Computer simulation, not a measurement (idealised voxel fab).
Title: Process Module voxel gate over fins
The cross-section on display is named cut; it measures 180 nm wide, and its cells are 5 nm squares.
Heads up, the way a cross-section reads in here is a grid of square cells, handed over as bands from the top down, with every band being one or more rows of cells. For a band, the entry starts with two heights in nm, that of the top and then that of the bottom, and carries on with the band's materials in order from left to right, each alongside its width in nm; the word "throughout" beside a single material means it fills the band edge to edge, and "blank" means empty space. A quick word on heights: they are counted from 0, and under that level the wafer as it came to us is one material throughout. The lowest band is different from the rest in having no bottom; it simply continues downward, written as in "0..down". You'd read "30->40" like this: the band's top row of cells is as wide as the first number, its bottom row is as wide as the second, and going down, every row changes width by the same amount as the row before did. Reading "everything unchanged" for a step: not a cell of the cross-section changed in it. So "Fully sealed voids" is basically the list of trapped voids: any empty space of 8 cells or more that can't reach the top through an opening. They're written width x height at distance, the distance being from the left edge, and it's all nm. after a step's settings: what the simulator itself notes on the step. You can add "overlay nm" to a step's line. For a step with a mask, it describes how far the mask lay to the right of its planned position, and a negative number describes a lay to the left.

[Process steps - plan]
1) RECEIVE with material Si
2) CONFORMAL_DEP with material SiN, thk nm 5
3) DIRECTIONAL_DEP with material aC, thk nm 15
4) PATTERN with tone cover, mask id FINS, material resist, width nm 15, pitch nm 40, thk nm 35, overlay nm 0
5) DIRECTIONAL_ETCH with etch materials aC, depth nm 15
6) STRIP with etch materials resist
7) DIRECTIONAL_ETCH with etch materials SiN, depth nm 5
8) DIRECTIONAL_ETCH with etch materials Si, depth nm 30
9) STRIP with etch materials aC
10) FILL_DEP with material SiO2, thk nm 10
11) CMP with height nm 5
12) SELECTIVE_ETCH with etch materials SiO2, depth nm 15
13) STRIP with etch materials SiN
14) CONFORMAL_DEP with material HfO2, thk nm 5
15) CONFORMAL_DEP with material TiN, thk nm 5
16) FILL_DEP with material W, thk nm 10
17) CMP with height nm 15
18) CONFORMAL_DEP with material SiCN, thk nm 5

[The first wafer of two, processed as planned]

[Here's what the wafer looked like in cross-section when it arrived - that's after step 1]
* 0..down: Si throughout
* Fully sealed voids: none

[Wafer after step 2 (cross-section)]
* 5..0: SiN throughout
* Everything below 0 is unchanged.

[Wafer after step 3 (cross-section)]
* 20..5: aC throughout
* Everything below 5 is unchanged.

[Wafer after step 4 (cross-section)]
* 55..20: blank 20 / resist 15 / blank 25 / resist 15 / blank 25 / resist 15 / blank 25 / resist 15 / blank 25
* Everything below 20 is unchanged.

[Wafer after step 5 (cross-section)]
* 40..20: blank 20 / resist 15 / blank 25 / resist 15 / blank 25 / resist 15 / blank 25 / resist 15 / blank 25
* 20..5: blank 20 / aC 15 / blank 25 / aC 15 / blank 25 / aC 15 / blank 25 / aC 15 / blank 25
* Everything below 5 is unchanged.

[Wafer after step 6 (cross-section)]
* 20..5: blank 20 / aC 15 / blank 25 / aC 15 / blank 25 / aC 15 / blank 25 / aC 15 / blank 25
* Everything below 5 is unchanged.

[Wafer after step 7 (cross-section)]
* 20..5: blank 20 / aC 15 / blank 25 / aC 15 / blank 25 / aC 15 / blank 25 / aC 15 / blank 25
* 5..0: blank 20 / SiN 15 / blank 25 / SiN 15 / blank 25 / SiN 15 / blank 25 / SiN 15 / blank 25
* Everything below 0 is unchanged.

[Wafer after step 8 (cross-section)]
* 20..5: blank 20 / aC 15 / blank 25 / aC 15 / blank 25 / aC 15 / blank 25 / aC 15 / blank 25
* 5..0: blank 20 / SiN 15 / blank 25 / SiN 15 / blank 25 / SiN 15 / blank 25 / SiN 15 / blank 25
* 0..-30: blank 20 / Si 15 / blank 25 / Si 15 / blank 25 / Si 15 / blank 25 / Si 15 / blank 25
* Everything below -30 is unchanged.

[Wafer after step 9 (cross-section)]
* 5..0: blank 20 / SiN 15 / blank 25 / SiN 15 / blank 25 / SiN 15 / blank 25 / SiN 15 / blank 25
* Everything below 0 is unchanged.

[Wafer after step 10 (cross-section)]
* 15..5: SiO2 throughout
* 5..0: SiO2 20 / SiN 15 / SiO2 25 / SiN 15 / SiO2 25 / SiN 15 / SiO2 25 / SiN 15 / SiO2 25
* 0..-30: SiO2 20 / Si 15 / SiO2 25 / Si 15 / SiO2 25 / Si 15 / SiO2 25 / Si 15 / SiO2 25
* Everything below -30 is unchanged.

[Wafer after step 11 (cross-section)]
* 5..0: SiO2 20 / SiN 15 / SiO2 25 / SiN 15 / SiO2 25 / SiN 15 / SiO2 25 / SiN 15 / SiO2 25
* Everything below 0 is unchanged.

[Wafer after step 12 (cross-section)]
* 5..0: blank 20 / SiN 15 / blank 25 / SiN 15 / blank 25 / SiN 15 / blank 25 / SiN 15 / blank 25
* 0..-10: blank 20 / Si 15 / blank 25 / Si 15 / blank 25 / Si 15 / blank 25 / Si 15 / blank 25
* Everything below -10 is unchanged.

[Wafer after step 13 (cross-section)]
* 0..-10: blank 20 / Si 15 / blank 25 / Si 15 / blank 25 / Si 15 / blank 25 / Si 15 / blank 25
* Everything below -10 is unchanged.

[Wafer after step 14 (cross-section)]
* 5..0: blank 15 / HfO2 25 / blank 15 / HfO2 25 / blank 15 / HfO2 25 / blank 15 / HfO2 25 / blank 20
* 0..-5: blank 15 / HfO2 5 / Si 15 / HfO2 5 / blank 15 / HfO2 5 / Si 15 / HfO2 5 / blank 15 / HfO2 5 / Si 15 / HfO2 5 / blank 15 / HfO2 5 / Si 15 / HfO2 5 / blank 20
* -5..-10: HfO2 20 / Si 15 / HfO2 25 / Si 15 / HfO2 25 / Si 15 / HfO2 25 / Si 15 / HfO2 25
* Everything below -10 is unchanged.

[Wafer after step 15 (cross-section)]
* 10..5: blank 10 / TiN 35 / blank 5 / TiN 35 / blank 5 / TiN 35 / blank 5 / TiN 35 / blank 15
* 5..0: blank 10 / TiN 5 / HfO2 25 / TiN 5 / blank 5 / TiN 5 / HfO2 25 / TiN 5 / blank 5 / TiN 5 / HfO2 25 / TiN 5 / blank 5 / TiN 5 / HfO2 25 / TiN 5 / blank 15
* 0..-5: TiN 15 / HfO2 5 / Si 15 / HfO2 5 / TiN 15 / HfO2 5 / Si 15 / HfO2 5 / TiN 15 / HfO2 5 / Si 15 / HfO2 5 / TiN 15 / HfO2 5 / Si 15 / HfO2 5 / TiN 20
* Everything below -5 is unchanged.

[Wafer after step 16 (cross-section)]
* 20..10: W throughout
* 10..5: W 10 / TiN 35 / W 5 / TiN 35 / W 5 / TiN 35 / W 5 / TiN 35 / W 15
* 5..0: W 10 / TiN 5 / HfO2 25 / TiN 5 / W 5 / TiN 5 / HfO2 25 / TiN 5 / W 5 / TiN 5 / HfO2 25 / TiN 5 / W 5 / TiN 5 / HfO2 25 / TiN 5 / W 15
* Everything below 0 is unchanged.

[Wafer after step 17 (cross-section)]
* 15..10: W throughout
* Everything below 10 is unchanged.

[Wafer after step 18 (cross-section)]
* 20..15: SiCN throughout
* Everything below 15 is unchanged.

[The second wafer began exactly as the first did and followed the same plan, but one mistake was made while running it; through step 3 inclusive, the two wafers are identical]

[At the planned end of step 4, the second wafer in cross-section]
* 55..20: blank 15 / resist 25 / blank 15 / resist 25 / blank 15 / resist 25 / blank 15 / resist 25 / blank 20
* Everything below 20 is unchanged.

[At the planned end of step 5, the second wafer in cross-section]
* 40..20: blank 15 / resist 25 / blank 15 / resist 25 / blank 15 / resist 25 / blank 15 / resist 25 / blank 20
* 20..5: blank 15 / aC 25 / blank 15 / aC 25 / blank 15 / aC 25 / blank 15 / aC 25 / blank 20
* Everything below 5 is unchanged.

[At the planned end of step 6, the second wafer in cross-section]
* 20..5: blank 15 / aC 25 / blank 15 / aC 25 / blank 15 / aC 25 / blank 15 / aC 25 / blank 20
* Everything below 5 is unchanged.

[At the planned end of step 7, the second wafer in cross-section]
* 20..5: blank 15 / aC 25 / blank 15 / aC 25 / blank 15 / aC 25 / blank 15 / aC 25 / blank 20
* 5..0: blank 15 / SiN 25 / blank 15 / SiN 25 / blank 15 / SiN 25 / blank 15 / SiN 25 / blank 20
* Everything below 0 is unchanged.

[At the planned end of step 8, the second wafer in cross-section]
* 20..5: blank 15 / aC 25 / blank 15 / aC 25 / blank 15 / aC 25 / blank 15 / aC 25 / blank 20
* 5..0: blank 15 / SiN 25 / blank 15 / SiN 25 / blank 15 / SiN 25 / blank 15 / SiN 25 / blank 20
* 0..-30: blank 15 / Si 25 / blank 15 / Si 25 / blank 15 / Si 25 / blank 15 / Si 25 / blank 20
* Everything below -30 is unchanged.

[At the planned end of step 9, the second wafer in cross-section]
* 5..0: blank 15 / SiN 25 / blank 15 / SiN 25 / blank 15 / SiN 25 / blank 15 / SiN 25 / blank 20
* Everything below 0 is unchanged.

[At the planned end of step 10, the second wafer in cross-section]
* 15..5: SiO2 throughout
* 5..0: SiO2 15 / SiN 25 / SiO2 15 / SiN 25 / SiO2 15 / SiN 25 / SiO2 15 / SiN 25 / SiO2 20
* 0..-30: SiO2 15 / Si 25 / SiO2 15 / Si 25 / SiO2 15 / Si 25 / SiO2 15 / Si 25 / SiO2 20
* Everything below -30 is unchanged.

[At the planned end of step 11, the second wafer in cross-section]
* 5..0: SiO2 15 / SiN 25 / SiO2 15 / SiN 25 / SiO2 15 / SiN 25 / SiO2 15 / SiN 25 / SiO2 20
* Everything below 0 is unchanged.

[At the planned end of step 12, the second wafer in cross-section]
* 5..0: blank 15 / SiN 25 / blank 15 / SiN 25 / blank 15 / SiN 25 / blank 15 / SiN 25 / blank 20
* 0..-10: blank 15 / Si 25 / blank 15 / Si 25 / blank 15 / Si 25 / blank 15 / Si 25 / blank 20
* Everything below -10 is unchanged.

[At the planned end of step 13, the second wafer in cross-section]
* 0..-10: blank 15 / Si 25 / blank 15 / Si 25 / blank 15 / Si 25 / blank 15 / Si 25 / blank 20
* Everything below -10 is unchanged.

[At the planned end of step 14, the second wafer in cross-section]
* 5..0: blank 10 / HfO2 35 / blank 5 / HfO2 35 / blank 5 / HfO2 35 / blank 5 / HfO2 35 / blank 15
* 0..-5: blank 10 / HfO2 5 / Si 25 / HfO2 5 / blank 5 / HfO2 5 / Si 25 / HfO2 5 / blank 5 / HfO2 5 / Si 25 / HfO2 5 / blank 5 / HfO2 5 / Si 25 / HfO2 5 / blank 15
* -5..-10: HfO2 15 / Si 25 / HfO2 15 / Si 25 / HfO2 15 / Si 25 / HfO2 15 / Si 25 / HfO2 20
* Everything below -10 is unchanged.

[At the planned end of step 15, the second wafer in cross-section]
* 10..5: blank 5 / TiN 165 / blank 10
* 5..0: blank 5 / TiN 5 / HfO2 35 / TiN 5 / HfO2 35 / TiN 5 / HfO2 35 / TiN 5 / HfO2 35 / TiN 5 / blank 10
* 0..-5: TiN 10 / HfO2 5 / Si 25 / HfO2 5 / TiN 5 / HfO2 5 / Si 25 / HfO2 5 / TiN 5 / HfO2 5 / Si 25 / HfO2 5 / TiN 5 / HfO2 5 / Si 25 / HfO2 5 / TiN 15
* Everything below -5 is unchanged.

[At the planned end of step 16, the second wafer in cross-section]
* 20..10: W throughout
* 10..5: W 5 / TiN 165 / W 10
* 5..0: W 5 / TiN 5 / HfO2 35 / TiN 5 / HfO2 35 / TiN 5 / HfO2 35 / TiN 5 / HfO2 35 / TiN 5 / W 10
* Everything below 0 is unchanged.

[At the planned end of step 17, the second wafer in cross-section]
* 15..10: W throughout
* Everything below 10 is unchanged.

[At the planned end of step 18, the second wafer in cross-section]
* 20..15: SiCN throughout
* Everything below 15 is unchanged.
Run error: step 4 went in with a setting other than planned; the actual run was PATTERN with tone cover, mask id FINS, material resist, width nm 25, pitch nm 40, thk nm 35, overlay nm 0
Heads up, by the end the second wafer has more or fewer cells of some materials compared to the first: Si +48 | SiO2 -32 | TiN -6 | W -10
